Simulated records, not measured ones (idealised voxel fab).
This section sets out a process module, namely voxel self aligned vias.
Xsec cut, 210 nm wide, square cell size 5 nm.
In this document a cross-section is written as a grid of square cells. It is given as a series of bands, listed from the top down, and a band is one or more rows of cells. For a band, the entry starts with two heights in nm, that of the top and then that of the bottom, and carries on with the band's materials in order from left to right, each alongside its width in nm; the word "edge to edge" beside a single material means it fills the band edge to edge, and "air" means empty space. Heights are reckoned from 0. Under this level, the received wafer is all of one material. The bottommost band is open-ended downward, for example "0 and below". Top row gets the first number, bottom row gets the second, and each row in between changes by the same step: that is how a band width like "30..40" works. You'll sometimes find "everything unchanged" written for a step, and that's the way of saying that nowhere in the cross-section did a cell change during that step. Enclosed voids (no open way to top), threshold 8 cells or more, entry "Closed-off voids", notation width x height at distance, distance from left edge, nm. Text after the settings on a step's line: the simulator's own remark on that step. overlay nm: step with mask; distance mask lay right of planned place; negative value = left of planned place.
The following list gives the planned process steps:
1: RECEIVE,material Si
2: CONFORMAL_DEP,material SiO2,thk nm 10
3: CONFORMAL_DEP,material SiCN,thk nm 5
4: DIRECTIONAL_DEP,material SiO2,thk nm 30
5: PATTERN,tone open,mask id LINES,material resist,width nm 20,pitch nm 65,thk nm 15,overlay nm 0
6: DIRECTIONAL_ETCH,etch materials SiO2,depth nm 30
7: STRIP,etch materials resist
8: CONFORMAL_DEP,material TiN,thk nm 5
9: FILL_DEP,material W,thk nm 5
10: CMP,height nm 45
11: SELECTIVE_ETCH,etch materials W Ru TiN,depth nm 5
12: FILL_DEP,material SiN,thk nm 5
13: CMP,height nm 45
14: DIRECTIONAL_DEP,material SiO2,thk nm 20
15: DIRECTIONAL_DEP,material aC,thk nm 10
16: PATTERN,tone open,mask id VIAS,material resist,width nm 40,pitch nm 130,thk nm 30,overlay nm 0
17: DIRECTIONAL_ETCH,etch materials aC,depth nm 10
18: STRIP,etch materials resist
19: DIRECTIONAL_ETCH,etch materials SiO2,depth nm 20
20: DIRECTIONAL_ETCH,etch materials SiN,depth nm 5
21: STRIP,etch materials aC
22: CONFORMAL_DEP,material TiN,thk nm 5
23: FILL_DEP,material Cu,thk nm 5
24: CMP,height nm 65
25: CONFORMAL_DEP,material SiCN,thk nm 5
The first of a set of two wafers, run to plan:
Step 1 complete: cross-section of the wafer as received:
- 0 and below  Si edge to edge
- Closed-off voids: none
Cross-sectional representation of the wafer at the conclusion of step 2:
- 10 down to 0  SiO2 edge to edge
- Nothing below the height 0 has changed.
Cross-sectional representation of the wafer at the conclusion of step 3:
- 15 down to 10  SiCN edge to edge
- Nothing below the height 10 has changed.
Cross-sectional representation of the wafer at the conclusion of step 4:
- 45 down to 15  SiO2 edge to edge
- Nothing below the height 15 has changed.
Cross-sectional representation of the wafer at the conclusion of step 5:
- 60 down to 45  resist: 30, air: 20, resist: 45, air: 20, resist: 45, air: 20, resist: 30
- Nothing below the height 45 has changed.
Cross-sectional representation of the wafer at the conclusion of step 6:
- 60 down to 45  resist: 30, air: 20, resist: 45, air: 20, resist: 45, air: 20, resist: 30
- 45 down to 15  SiO2: 30, air: 20, SiO2: 45, air: 20, SiO2: 45, air: 20, SiO2: 30
- Nothing below the height 15 has changed.
Cross-sectional representation of the wafer at the conclusion of step 7:
- 45 down to 15  SiO2: 30, air: 20, SiO2: 45, air: 20, SiO2: 45, air: 20, SiO2: 30
- Nothing below the height 15 has changed.
Cross-sectional representation of the wafer at the conclusion of step 8:
- 50 down to 45  TiN: 35, air: 10, TiN: 55, air: 10, TiN: 55, air: 10, TiN: 35
- 45 down to 20  SiO2: 30, TiN: 5, air: 10, TiN: 5, SiO2: 45, TiN: 5, air: 10, TiN: 5, SiO2: 45, TiN: 5, air: 10, TiN: 5, SiO2: 30
- 20 down to 15  SiO2: 30, TiN: 20, SiO2: 45, TiN: 20, SiO2: 45, TiN: 20, SiO2: 30
- Nothing below the height 15 has changed.
Cross-sectional representation of the wafer at the conclusion of step 9:
- 55 down to 50  W edge to edge
- 50 down to 45  TiN: 35, W: 10, TiN: 55, W: 10, TiN: 55, W: 10, TiN: 35
- 45 down to 20  SiO2: 30, TiN: 5, W: 10, TiN: 5, SiO2: 45, TiN: 5, W: 10, TiN: 5, SiO2: 45, TiN: 5, W: 10, TiN: 5, SiO2: 30
- Nothing below the height 20 has changed.
Cross-sectional representation of the wafer at the conclusion of step 10:
- 45 down to 20  SiO2: 30, TiN: 5, W: 10, TiN: 5, SiO2: 45, TiN: 5, W: 10, TiN: 5, SiO2: 45, TiN: 5, W: 10, TiN: 5, SiO2: 30
- Nothing below the height 20 has changed.
Cross-sectional representation of the wafer at the conclusion of step 11:
- 45 down to 40  SiO2: 30, air: 20, SiO2: 45, air: 20, SiO2: 45, air: 20, SiO2: 30
- Nothing below the height 40 has changed.
Cross-sectional representation of the wafer at the conclusion of step 12:
- 50 down to 45  SiN edge to edge
- 45 down to 40  SiO2: 30, SiN: 20, SiO2: 45, SiN: 20, SiO2: 45, SiN: 20, SiO2: 30
- Nothing below the height 40 has changed.
Cross-sectional representation of the wafer at the conclusion of step 13:
- 45 down to 40  SiO2: 30, SiN: 20, SiO2: 45, SiN: 20, SiO2: 45, SiN: 20, SiO2: 30
- Nothing below the height 40 has changed.
Cross-sectional representation of the wafer at the conclusion of step 14:
- 65 down to 45  SiO2 edge to edge
- Nothing below the height 45 has changed.
Cross-sectional representation of the wafer at the conclusion of step 15:
- 75 down to 65  aC edge to edge
- Nothing below the height 65 has changed.
Cross-sectional representation of the wafer at the conclusion of step 16:
- 105 down to 75  resist: 20, air: 40, resist: 90, air: 40, resist: 20
- Nothing below the height 75 has changed.
Cross-sectional representation of the wafer at the conclusion of step 17:
- 95 down to 75  resist: 20, air: 40, resist: 90, air: 40, resist: 20
- 75 down to 65  aC: 20, air: 40, aC: 90, air: 40, aC: 20
- Nothing below the height 65 has changed.
Cross-sectional representation of the wafer at the conclusion of step 18:
- 75 down to 65  aC: 20, air: 40, aC: 90, air: 40, aC: 20
- Nothing below the height 65 has changed.
Cross-sectional representation of the wafer at the conclusion of step 19:
- 75 down to 65  aC: 20, air: 40, aC: 90, air: 40, aC: 20
- 65 down to 45  SiO2: 20, air: 40, SiO2: 90, air: 40, SiO2: 20
- Nothing below the height 45 has changed.
Cross-sectional representation of the wafer at the conclusion of step 20:
- 75 down to 65  aC: 20, air: 40, aC: 90, air: 40, aC: 20
- 65 down to 45  SiO2: 20, air: 40, SiO2: 90, air: 40, SiO2: 20
- 45 down to 40  SiO2: 30, air: 20, SiO2: 45, SiN: 20, SiO2: 45, air: 20, SiO2: 30
- Nothing below the height 40 has changed.
Cross-sectional representation of the wafer at the conclusion of step 21:
- 65 down to 45  SiO2: 20, air: 40, SiO2: 90, air: 40, SiO2: 20
- Nothing below the height 45 has changed.
Cross-sectional representation of the wafer at the conclusion of step 22:
- 70 down to 65  TiN: 25, air: 30, TiN: 100, air: 30, TiN: 25
- 65 down to 50  SiO2: 20, TiN: 5, air: 30, TiN: 5, SiO2: 90, TiN: 5, air: 30, TiN: 5, SiO2: 20
- 50 down to 45  SiO2: 20, TiN: 15, air: 10, TiN: 15, SiO2: 90, TiN: 15, air: 10, TiN: 15, SiO2: 20
- 45 down to 40  SiO2: 30, TiN: 20, SiO2: 45, SiN: 20, SiO2: 45, TiN: 20, SiO2: 30
- Nothing below the height 40 has changed.
Cross-sectional representation of the wafer at the conclusion of step 23:
- 75 down to 70  Cu edge to edge
- 70 down to 65  TiN: 25, Cu: 30, TiN: 100, Cu: 30, TiN: 25
- 65 down to 50  SiO2: 20, TiN: 5, Cu: 30, TiN: 5, SiO2: 90, TiN: 5, Cu: 30, TiN: 5, SiO2: 20
- 50 down to 45  SiO2: 20, TiN: 15, Cu: 10, TiN: 15, SiO2: 90, TiN: 15, Cu: 10, TiN: 15, SiO2: 20
- Nothing below the height 45 has changed.
Cross-sectional representation of the wafer at the conclusion of step 24:
- 65 down to 50  SiO2: 20, TiN: 5, Cu: 30, TiN: 5, SiO2: 90, TiN: 5, Cu: 30, TiN: 5, SiO2: 20
- Nothing below the height 50 has changed.
Cross-sectional representation of the wafer at the conclusion of step 25:
- 70 down to 65  SiCN edge to edge
- Nothing below the height 65 has changed.
Wafer two. Identical start, identical plan. One mistake in execution. Identical history through step 4:
Second wafer, sectioned view, at step 5's planned end time:
- 60 down to 45  air: 30, resist: 20, air: 45, resist: 20, air: 45, resist: 20, air: 30
- Nothing below the height 45 has changed.
Second wafer, sectioned view, at step 6's planned end time:
- 60 down to 45  air: 30, resist: 20, air: 45, resist: 20, air: 45, resist: 20, air: 30
- 45 down to 15  air: 30, SiO2: 20, air: 45, SiO2: 20, air: 45, SiO2: 20, air: 30
- Nothing below the height 15 has changed.
Second wafer, sectioned view, at step 7's planned end time:
- 45 down to 15  air: 30, SiO2: 20, air: 45, SiO2: 20, air: 45, SiO2: 20, air: 30
- Nothing below the height 15 has changed.
Second wafer, sectioned view, at step 8's planned end time:
- 50 down to 45  air: 25, TiN: 30, air: 35, TiN: 30, air: 35, TiN: 30, air: 25
- 45 down to 20  air: 25, TiN: 5, SiO2: 20, TiN: 5, air: 35, TiN: 5, SiO2: 20, TiN: 5, air: 35, TiN: 5, SiO2: 20, TiN: 5, air: 25
- 20 down to 15  TiN: 30, SiO2: 20, TiN: 45, SiO2: 20, TiN: 45, SiO2: 20, TiN: 30
- Nothing below the height 15 has changed.
Second wafer, sectioned view, at step 9's planned end time:
- 55 down to 50  W edge to edge
- 50 down to 45  W: 25, TiN: 30, W: 35, TiN: 30, W: 35, TiN: 30, W: 25
- 45 down to 20  W: 25, TiN: 5, SiO2: 20, TiN: 5, W: 35, TiN: 5, SiO2: 20, TiN: 5, W: 35, TiN: 5, SiO2: 20, TiN: 5, W: 25
- Nothing below the height 20 has changed.
Second wafer, sectioned view, at step 10's planned end time:
- 45 down to 20  W: 25, TiN: 5, SiO2: 20, TiN: 5, W: 35, TiN: 5, SiO2: 20, TiN: 5, W: 35, TiN: 5, SiO2: 20, TiN: 5, W: 25
- Nothing below the height 20 has changed.
Second wafer, sectioned view, at step 11's planned end time:
- 45 down to 40  air: 30, SiO2: 20, air: 45, SiO2: 20, air: 45, SiO2: 20, air: 30
- Nothing below the height 40 has changed.
Second wafer, sectioned view, at step 12's planned end time:
- 50 down to 45  SiN edge to edge
- 45 down to 40  SiN: 30, SiO2: 20, SiN: 45, SiO2: 20, SiN: 45, SiO2: 20, SiN: 30
- Nothing below the height 40 has changed.
Second wafer, sectioned view, at step 13's planned end time:
- 45 down to 40  SiN: 30, SiO2: 20, SiN: 45, SiO2: 20, SiN: 45, SiO2: 20, SiN: 30
- Nothing below the height 40 has changed.
Second wafer, sectioned view, at step 14's planned end time:
- 65 down to 45  SiO2 edge to edge
- Nothing below the height 45 has changed.
Second wafer, sectioned view, at step 15's planned end time:
- 75 down to 65  aC edge to edge
- Nothing below the height 65 has changed.
Second wafer, sectioned view, at step 16's planned end time:
- 105 down to 75  resist: 20, air: 40, resist: 90, air: 40, resist: 20
- Nothing below the height 75 has changed.
Second wafer, sectioned view, at step 17's planned end time:
- 95 down to 75  resist: 20, air: 40, resist: 90, air: 40, resist: 20
- 75 down to 65  aC: 20, air: 40, aC: 90, air: 40, aC: 20
- Nothing below the height 65 has changed.
Second wafer, sectioned view, at step 18's planned end time:
- 75 down to 65  aC: 20, air: 40, aC: 90, air: 40, aC: 20
- Nothing below the height 65 has changed.
Second wafer, sectioned view, at step 19's planned end time:
- 75 down to 65  aC: 20, air: 40, aC: 90, air: 40, aC: 20
- 65 down to 45  SiO2: 20, air: 40, SiO2: 90, air: 40, SiO2: 20
- Nothing below the height 45 has changed.
Second wafer, sectioned view, at step 20's planned end time:
- 75 down to 65  aC: 20, air: 40, aC: 90, air: 40, aC: 20
- 65 down to 45  SiO2: 20, air: 40, SiO2: 90, air: 40, SiO2: 20
- 45 down to 40  SiN: 20, air: 10, SiO2: 20, air: 10, SiN: 35, SiO2: 20, SiN: 35, air: 10, SiO2: 20, air: 10, SiN: 20
- Nothing below the height 40 has changed.
Second wafer, sectioned view, at step 21's planned end time:
- 65 down to 45  SiO2: 20, air: 40, SiO2: 90, air: 40, SiO2: 20
- Nothing below the height 45 has changed.
Second wafer, sectioned view, at step 22's planned end time:
- 70 down to 65  TiN: 25, air: 30, TiN: 100, air: 30, TiN: 25
- 65 down to 50  SiO2: 20, TiN: 5, air: 30, TiN: 5, SiO2: 90, TiN: 5, air: 30, TiN: 5, SiO2: 20
- 50 down to 45  SiO2: 20, TiN: 40, SiO2: 90, TiN: 40, SiO2: 20
- 45 down to 40  SiN: 20, TiN: 10, SiO2: 20, TiN: 10, SiN: 35, SiO2: 20, SiN: 35, TiN: 10, SiO2: 20, TiN: 10, SiN: 20
- Nothing below the height 40 has changed.
Second wafer, sectioned view, at step 23's planned end time:
- 75 down to 70  Cu edge to edge
- 70 down to 65  TiN: 25, Cu: 30, TiN: 100, Cu: 30, TiN: 25
- 65 down to 50  SiO2: 20, TiN: 5, Cu: 30, TiN: 5, SiO2: 90, TiN: 5, Cu: 30, TiN: 5, SiO2: 20
- Nothing below the height 50 has changed.
Second wafer, sectioned view, at step 24's planned end time:
- 65 down to 50  SiO2: 20, TiN: 5, Cu: 30, TiN: 5, SiO2: 90, TiN: 5, Cu: 30, TiN: 5, SiO2: 20
- Nothing below the height 50 has changed.
Second wafer, sectioned view, at step 25's planned end time:
- 70 down to 65  SiCN edge to edge
- Nothing below the height 65 has changed.
Nonconformance to the process plan: the process deviated at step 5: the operation and settings actually run there were PATTERN,tone cover,mask id LINES,material resist,width nm 20,pitch nm 65,thk nm 15,overlay nm 0
Cell-count delta at end, second wafer over first, by material: Cu: 4 fewer | SiN: 18 more | SiO2: 108 fewer | TiN: 22 more | W: 72 more
